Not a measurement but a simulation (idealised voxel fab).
process module | voxel self aligned vias
cross-section cut | 235 nm wide | cells 5 nm
A cross-section is a grid of square cells, given in bands from the top down. A band is one or more rows of cells.
Each band's line starts with the height of the band's top and of its bottom, in nm. Then come its materials from left to right, each with its width in nm. One material with "throughout" fills the band from edge to edge. "air" is empty space.
Height 0 is the level under which the wafer as received is all one material. The lowest band goes on downwards, as in "0 down".
A width such as "30 to 40" changes by the same amount from each row of cells to the next, from the band's top row to its bottom row.
"no change" after a step means that no cell of the cross-section changed.
closed voids: empty space of 8 cells or more with no open way to the top, each as width x height at its distance from the left edge, in nm
after a step's settings: what the simulator itself notes on the step
overlay nm, on a step with a mask: how far to the right of its planned place the mask lay; to the left if negative
plan
1 op RECEIVE | material Si
2 op CONFORMAL_DEP | material SiO2 | thk nm 15
3 op CONFORMAL_DEP | material SiCN | thk nm 5
4 op DIRECTIONAL_DEP | material SiO2 | thk nm 30
5 op DIRECTIONAL_DEP | material aC | thk nm 15
6 op PATTERN | tone open | mask id LINES | material resist | width nm 25 | pitch nm 60 | thk nm 30 | overlay nm 0
7 op DIRECTIONAL_ETCH | etch materials aC | depth nm 15
8 op STRIP | etch materials resist
9 op DIRECTIONAL_ETCH | etch materials SiO2 | depth nm 30
10 op STRIP | etch materials aC
11 op CONFORMAL_DEP | material TiN | thk nm 5
12 op FILL_DEP | material W | thk nm 10
13 op CMP | height nm 50
14 op SELECTIVE_ETCH | etch materials W Ru TiN | depth nm 10
15 op FILL_DEP | material SiN | thk nm 10
16 op CMP | height nm 50
17 op DIRECTIONAL_DEP | material SiO2 | thk nm 15
18 op MASKED_ETCH | tone open | mask id VIAS | width nm 45 | etch materials SiO2 | depth nm 15 | overlay nm 0
19 op MASKED_ETCH | tone open | mask id VIAS | width nm 45 | etch materials SiN | depth nm 10 | overlay nm -15
20 op CONFORMAL_DEP | material TiN | thk nm 5
21 op FILL_DEP | material Ru | thk nm 5
22 op CMP | height nm 65
23 op CONFORMAL_DEP | material SiN | thk nm 5
varied across the wafers: overlay nm of step 19. The plan shows the first wafer's value. All wafers start alike
first wafer as received, after step 1
  0 down: Si throughout
  closed voids: none
first wafer at the end, after step 23
  70 to 65: SiN throughout
  65 to 55: SiO2 65 | TiN 5 | Ru 35 | TiN 5 | SiO2 125
  55 to 50: SiO2 65 | TiN 15 | Ru 10 | TiN 20 | SiO2 125
  50 to 45: SiO2 75 | TiN 5 | Ru 10 | TiN 5 | SiN 5 | SiO2 35 | SiN 25 | SiO2 75
  45 to 40: SiO2 75 | TiN 20 | SiN 5 | SiO2 35 | SiN 25 | SiO2 75
  40 to 25: SiO2 75 | TiN 5 | W 15 | TiN 5 | SiO2 35 | TiN 5 | W 15 | TiN 5 | SiO2 75
  25 to 20: SiO2 75 | TiN 25 | SiO2 35 | TiN 25 | SiO2 75
  20 to 15: SiCN throughout
  15 to 0: SiO2 throughout
  0 down: Si throughout
  closed voids: none
last wafer at the end
  70 to 65: SiN throughout
  65 to 55: SiO2 65 | TiN 5 | Ru 35 | TiN 5 | SiO2 125
  55 to 50: SiO2 65 | TiN 20 | Ru 10 | TiN 15 | SiO2 125
  50 to 45: SiO2 75 | SiN 5 | TiN 5 | Ru 10 | TiN 5 | SiO2 35 | SiN 25 | SiO2 75
  45 to 40: SiO2 75 | SiN 5 | TiN 20 | SiO2 35 | SiN 25 | SiO2 75
  40 to 25: SiO2 75 | TiN 5 | W 15 | TiN 5 | SiO2 35 | TiN 5 | W 15 | TiN 5 | SiO2 75
  25 to 20: SiO2 75 | TiN 25 | SiO2 35 | TiN 25 | SiO2 75
  20 to 15: SiCN throughout
  15 to 0: SiO2 throughout
  0 down: Si throughout
  closed voids: none
each wafer at the end: cells of each material gained (+) or lost (-) since it was received, then its closed voids
overlay nm -15 | +18 Ru | +47 SiCN | +59 SiN | +477 SiO2 | +39 TiN | +18 W | closed voids: none
overlay nm -10 | +20 Ru | +47 SiCN | +57 SiN | +477 SiO2 | +39 TiN | +18 W | closed voids: none
overlay nm -5 | +20 Ru | +47 SiCN | +57 SiN | +477 SiO2 | +39 TiN | +18 W | closed voids: none
overlay nm 0 | +20 Ru | +47 SiCN | +57 SiN | +477 SiO2 | +39 TiN | +18 W | closed voids: none
overlay nm 5 | +20 Ru | +47 SiCN | +57 SiN | +477 SiO2 | +39 TiN | +18 W | closed voids: none
overlay nm 10 | +20 Ru | +47 SiCN | +57 SiN | +477 SiO2 | +39 TiN | +18 W | closed voids: none
overlay nm 15 | +18 Ru | +47 SiCN | +59 SiN | +477 SiO2 | +39 TiN | +18 W | closed voids: none
